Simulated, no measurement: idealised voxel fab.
Proc. module: voxel self aligned vias
Cross-section cut spans 260 nm and uses square cells 5 nm in size.
Format of a cross-section: grid, square cells. Given as bands. Order: top down. Band: one or more rows of cells.
Look at the band entry: it leads with the top's height and the bottom's height in nm. Then it lists the materials left to right, with a width in nm for each. The word "edge to edge" on a single material says that material fills the band edge to edge. The word "blank" is empty space.
Note: height 0 marks the level under which the wafer is uniformly one material as received. Lowest band unbounded below, written "0 -> down".
Note: "30..40" means the width goes from the first number (top row of the band) to the second number (bottom row) in equal steps per row of cells.
Where a step carries "no alteration", the cross-section came out of it unchanged, cell for cell.
"Closed void inventory" - sealed voids, min. 8 cells, no opening to top; format: width x height at distance (distance from left edge; nm throughout).
It should be noted that, on the line of a given step, the content following the step's settings is a remark produced by the simulator itself with respect to that step.
The optional step-line setting "overlay nm" applies to steps with a mask and quantifies how far to the right of its planned location the mask lay, a negative value indicating leftward placement.
Plan
1. RECEIVE: material Si
2. CONFORMAL_DEP: material SiO2, thk nm 15
3. CONFORMAL_DEP: material SiCN, thk nm 5
4. DIRECTIONAL_DEP: material SiO2, thk nm 30
5. PATTERN: tone open, mask id LINES, material resist, width nm 30, pitch nm 60, thk nm 20, overlay nm 0
6. DIRECTIONAL_ETCH: etch materials SiO2, depth nm 30
7. STRIP: etch materials resist
8. CONFORMAL_DEP: material TiN, thk nm 5
9. FILL_DEP: material Ru, thk nm 10
10. CMP: height nm 50
11. SELECTIVE_ETCH: etch materials W Ru TiN, depth nm 5
12. FILL_DEP: material SiN, thk nm 10
13. CMP: height nm 50
14. DIRECTIONAL_DEP: material SiO2, thk nm 15
15. MASKED_ETCH: tone open, mask id VIAS, width nm 40, pitch nm 60, etch materials SiO2, depth nm 15, overlay nm 0
16. MASKED_ETCH: tone open, mask id VIAS, width nm 40, pitch nm 60, etch materials SiN, depth nm 5, overlay nm 0
17. CONFORMAL_DEP: material TiN, thk nm 5
18. FILL_DEP: material W, thk nm 10
19. CMP: height nm 65
20. CONFORMAL_DEP: material SiCN, thk nm 5
The cross-section here shows the wafer as received, i.e. in its state after step 1
  0 -> down  Si edge to edge
  Closed void inventory: none
Cross-section at module end, one run error; start and plan unchanged from above
  70 -> 65  SiCN edge to edge
  65 -> 55  SiO2 50, TiN 5, W 30, TiN 5, SiO2 20, TiN 5, W 30, TiN 5, SiO2 20, TiN 5, W 30, TiN 5, SiO2 50
  55 -> 50  SiO2 50, TiN 10, W 20, TiN 10, SiO2 20, TiN 10, W 20, TiN 10, SiO2 20, TiN 10, W 20, TiN 10, SiO2 50
  50 -> 45  SiO2 55, TiN 30, SiO2 30, TiN 30, SiO2 30, TiN 30, SiO2 55
  45 -> 40  SiO2 55, TiN 5, Ru 20, TiN 5, SiO2 30, TiN 5, Ru 20, TiN 5, SiO2 30, TiN 5, Ru 20, TiN 5, SiO2 55
  40 -> 35  SiO2 55, TiN 30, SiO2 30, TiN 30, SiO2 30, TiN 30, SiO2 55
  35 -> 30  SiCN edge to edge
  30 -> 0  SiO2 edge to edge
  0 -> down  Si edge to edge
  Closed void inventory: none
The mistake made against the process plan was this: twice over, step 2 of the plan was run
